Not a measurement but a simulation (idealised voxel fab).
Module name: voxel wiring stack (process module)
Displayed cross-section: cut, width of 235 nm, square cells sized 5 nm.
We lay out every cross-section as a grid of square cells and spell it out in bands from the top down, where one band means one or more rows of cells. It is stipulated that each band's entry specify, in nanometres, the height of the top of the band and then that of its bottom, followed by the materials of the band in left-to-right sequence, each together with its width in nanometres. A single material marked by the word "everywhere" is understood to fill the band from edge to edge; the word "blank" is understood to denote empty space. For the purposes of this specification, 0 denotes the height below which the wafer in its as-received condition is composed wholly of one material, and the lowermost band, lacking a lower limit, extends downward without end, as expressed in "0 -> down". Per-row width for "30->40": begins at first number (top row of band), ends at second number (bottom row), increment between rows held constant. The cross-section has no changed cell in any step marked "identical to before". "Closed-off voids" contains a list of empty spaces, each no smaller than 8 cells and without an open way to the top, written in the form width x height at distance with the distance from the left edge and all three in nm. Anything after a step's settings on that line? It's the simulator's own note about the step. The setting "overlay nm" may be written on the line of a step. When the step uses a mask, the value reports how far to the right of the planned place the mask lay, and a negative value reports that it lay to the left.
**Planned step list for the process**
1) op RECEIVE | material Si
2) op CONFORMAL_DEP | material SiO2 | thk nm 15
3) op DIRECTIONAL_DEP | material TiN | thk nm 5
4) op DIRECTIONAL_DEP | material W | thk nm 15
5) op PATTERN | tone cover | mask id METAL_1 | material resist | width nm 25 | pitch nm 55 | thk nm 20 | overlay nm 0
6) op DIRECTIONAL_ETCH | etch materials W | depth nm 15
7) op DIRECTIONAL_ETCH | etch materials TiN | depth nm 5
8) op STRIP | etch materials resist
9) op CONFORMAL_DEP | material SiN | thk nm 5
10) op FILL_DEP | material lowk | thk nm 10
11) op CMP | height nm 35
12) op CONFORMAL_DEP | material SiCN | thk nm 5
13) op DIRECTIONAL_DEP | material SiO2 | thk nm 20
14) op DIRECTIONAL_DEP | material aC | thk nm 10
15) op PATTERN | tone open | mask id PLUG_1 | material resist | width nm 15 | pitch nm 110 | thk nm 30 | overlay nm 0
16) op DIRECTIONAL_ETCH | etch materials aC | depth nm 10
17) op STRIP | etch materials resist
18) op DIRECTIONAL_ETCH | etch materials SiO2 | depth nm 20
19) op DIRECTIONAL_ETCH | etch materials SiCN | depth nm 5
20) op STRIP | etch materials aC
21) op CONFORMAL_DEP | material TiN | thk nm 5
22) op FILL_DEP | material Ru | thk nm 5
23) op CMP | height nm 60
24) op DIRECTIONAL_DEP | material TiN | thk nm 5
25) op DIRECTIONAL_DEP | material Ru | thk nm 25
26) op PATTERN | tone cover | mask id METAL_2 | material resist | width nm 25 | pitch nm 55 | thk nm 20 | overlay nm 0
27) op DIRECTIONAL_ETCH | etch materials Ru | depth nm 25
28) op DIRECTIONAL_ETCH | etch materials TiN | depth nm 5
29) op STRIP | etch materials resist
30) op FILL_DEP | material SiO2 | thk nm 5
31) op CMP | height nm 90
32) op CONFORMAL_DEP | material SiCN | thk nm 5
33) op DIRECTIONAL_DEP | material lowk | thk nm 25
34) op MASKED_ETCH | tone open | mask id METAL_3_HOLES | width nm 15 | pitch nm 110 | etch materials lowk | depth nm 25 | overlay nm 0
35) op PATTERN | tone open | mask id METAL_3 | material resist | width nm 25 | pitch nm 55 | thk nm 20 | overlay nm 0
36) op DIRECTIONAL_ETCH | etch materials lowk | depth nm 15
37) op DIRECTIONAL_ETCH | etch materials SiCN | depth nm 5
38) op STRIP | etch materials resist
39) op CONFORMAL_DEP | material TiN | thk nm 5
40) op FILL_DEP | material Cu | thk nm 10
41) op CMP | height nm 120
42) op CONFORMAL_DEP | material SiCN | thk nm 5
43) op DIRECTIONAL_DEP | material SiO2 | thk nm 15
44) op PATTERN | tone open | mask id PLUG_3 | material resist | width nm 15 | pitch nm 55 | thk nm 20 | overlay nm 0
45) op DIRECTIONAL_ETCH | etch materials SiO2 | depth nm 15
46) op DIRECTIONAL_ETCH | etch materials SiCN | depth nm 5
47) op STRIP | etch materials resist
48) op EPI | material Ru | thk nm 10
49) op EPI | material Ru | thk nm 10
50) op CONFORMAL_DEP | material SiCN | thk nm 5
51) op DIRECTIONAL_DEP | material lowk | thk nm 15
52) op MASKED_ETCH | tone open | mask id METAL_4 | width nm 25 | pitch nm 55 | etch materials lowk | depth nm 15 | overlay nm 0
53) op MASKED_ETCH | tone open | mask id METAL_4 | width nm 25 | pitch nm 55 | etch materials SiCN | depth nm 5 | overlay nm 0
54) op CONFORMAL_DEP | material TiN | thk nm 5
55) op FILL_DEP | material Cu | thk nm 10
56) op CMP | height nm 160
57) op EPI | material Ru | thk nm 5
58) op FILL_DEP | material SiCN | thk nm 5
**Cross-section of the wafer upon arrival, representing the state reached after step 1**
* 0 -> down = Si everywhere
* Closed-off voids: none
**Module complete, cross-section. Starting point and plan per above. One mistake made in running the module**
* 170 -> 165 = SiCN everywhere
* 165 -> 160 = 15 nm SiCN; 35 nm Ru; 20 nm SiCN; 35 nm Ru; 20 nm SiCN; 35 nm Ru; 20 nm SiCN; 35 nm Ru; 20 nm SiCN
* 160 -> 145 = 20 nm lowk; 5 nm TiN; 15 nm Cu; 5 nm TiN; 30 nm lowk; 5 nm TiN; 15 nm Cu; 5 nm TiN; 30 nm lowk; 5 nm TiN; 15 nm Cu; 5 nm TiN; 30 nm lowk; 5 nm TiN; 15 nm Cu; 5 nm TiN; 25 nm lowk
* 145 -> 140 = 20 nm SiCN; 25 nm TiN; 30 nm SiCN; 25 nm TiN; 30 nm SiCN; 25 nm TiN; 30 nm SiCN; 25 nm TiN; 25 nm SiCN
* 140 -> 125 = 20 nm SiO2; 15 nm Ru; 40 nm SiO2; 15 nm Ru; 40 nm SiO2; 15 nm Ru; 40 nm SiO2; 15 nm Ru; 35 nm SiO2
* 125 -> 120 = 20 nm SiCN; 15 nm Ru; 40 nm SiCN; 15 nm Ru; 40 nm SiCN; 15 nm Ru; 40 nm SiCN; 15 nm Ru; 35 nm SiCN
* 120 -> 110 = 20 nm lowk; 5 nm TiN; 20 nm Cu; 5 nm TiN; 25 nm lowk; 5 nm TiN; 20 nm Cu; 5 nm TiN; 25 nm lowk; 5 nm TiN; 20 nm Cu; 5 nm TiN; 25 nm lowk; 5 nm TiN; 20 nm Cu; 5 nm TiN; 20 nm lowk
* 110 -> 105 = 20 nm lowk; 5 nm TiN; 5 nm Cu; 20 nm TiN; 25 nm lowk; 30 nm TiN; 25 nm lowk; 5 nm TiN; 5 nm Cu; 20 nm TiN; 25 nm lowk; 30 nm TiN; 20 nm lowk
* 105 -> 95 = 20 nm lowk; 5 nm TiN; 5 nm Cu; 5 nm TiN; 95 nm lowk; 5 nm TiN; 5 nm Cu; 5 nm TiN; 90 nm lowk
* 95 -> 90 = 20 nm SiCN; 15 nm TiN; 95 nm SiCN; 15 nm TiN; 90 nm SiCN
* 90 -> 65 = 20 nm SiO2; 25 nm Ru; 30 nm SiO2; 25 nm Ru; 30 nm SiO2; 25 nm Ru; 30 nm SiO2; 25 nm Ru; 25 nm SiO2
* 65 -> 60 = 20 nm SiO2; 25 nm TiN; 30 nm SiO2; 25 nm TiN; 30 nm SiO2; 25 nm TiN; 30 nm SiO2; 25 nm TiN; 25 nm SiO2
* 60 -> 40 = 20 nm SiO2; 5 nm TiN; 5 nm Ru; 5 nm TiN; 95 nm SiO2; 5 nm TiN; 5 nm Ru; 5 nm TiN; 90 nm SiO2
* 40 -> 35 = 20 nm SiCN; 15 nm TiN; 95 nm SiCN; 15 nm TiN; 90 nm SiCN
* 35 -> 20 = 15 nm lowk; 5 nm SiN; 25 nm W; 5 nm SiN; 20 nm lowk; 5 nm SiN; 25 nm W; 5 nm SiN; 20 nm lowk; 5 nm SiN; 25 nm W; 5 nm SiN; 20 nm lowk; 5 nm SiN; 25 nm W; 5 nm SiN; 20 nm lowk
* 20 -> 15 = 20 nm SiN; 25 nm TiN; 30 nm SiN; 25 nm TiN; 30 nm SiN; 25 nm TiN; 30 nm SiN; 25 nm TiN; 25 nm SiN
* 15 -> 0 = SiO2 everywhere
* 0 -> down = Si everywhere
* Closed-off voids: none
The plan and the run diverged here: heads up, step 35 didn't go per plan, it actually ran as op PATTERN | tone open | mask id METAL_3 | material resist | width nm 30 | pitch nm 55 | thk nm 20 | overlay nm 0
